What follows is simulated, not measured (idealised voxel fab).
process module | voxel fin reveal
cross-section cut | 245 nm wide | cells 5 nm
A cross-section is a grid of square cells, given in bands from the top down. A band is one or more rows of cells.
Each band's line starts with the height of the band's top and of its bottom, in nm. Then come its materials from left to right, each with its width in nm. One material with "throughout" fills the band from edge to edge. "air" is empty space.
Height 0 is the level under which the wafer as received is all one material. The lowest band goes on downwards, as in "0 down".
A width such as "30 to 40" changes by the same amount from each row of cells to the next, from the band's top row to its bottom row.
"no change" after a step means that no cell of the cross-section changed.
closed voids: empty space of 8 cells or more with no open way to the top, each as width x height at its distance from the left edge, in nm
after a step's settings: what the simulator itself notes on the step
overlay nm, on a step with a mask: how far to the right of its planned place the mask lay; to the left if negative
plan
1 op RECEIVE | material Si
2 op CONFORMAL_DEP | material SiN | thk nm 10
3 op DIRECTIONAL_DEP | material aC | thk nm 15
4 op PATTERN | tone cover | mask id FINS | material resist | width nm 15 | pitch nm 45 | thk nm 30 | overlay nm 0
5 op DIRECTIONAL_ETCH | etch materials aC | depth nm 15
6 op STRIP | etch materials resist
7 op DIRECTIONAL_ETCH | etch materials SiN | depth nm 10
8 op DIRECTIONAL_ETCH | etch materials Si | depth nm 30
9 op STRIP | etch materials aC
10 op FILL_DEP | material SiO2 | thk nm 10
11 op CMP | height nm 10
12 op SELECTIVE_ETCH | etch materials SiO2 | depth nm 20
13 op STRIP | etch materials SiN
14 op CONFORMAL_DEP | material SiO2 | thk nm 5
as received, after step 1
  0 down: Si throughout
  closed voids: none
a wafer at the end: this start, this plan, one mistake
  5 to 0: air 95 | SiO2 25 | air 20 | SiO2 25 | air 80
  0 to -5: air 95 | SiO2 5 | Si 15 | SiO2 5 | air 20 | SiO2 5 | Si 15 | SiO2 5 | air 80
  -5 to -30: SiO2 100 | Si 15 | SiO2 30 | Si 15 | SiO2 85
  -30 down: Si throughout
  closed voids: none
what went wrong: step 4 ran as: op PATTERN | tone cover | mask id FINS | material resist | width nm 15 | pitch nm 45 | thk nm 30 | overlay nm 10
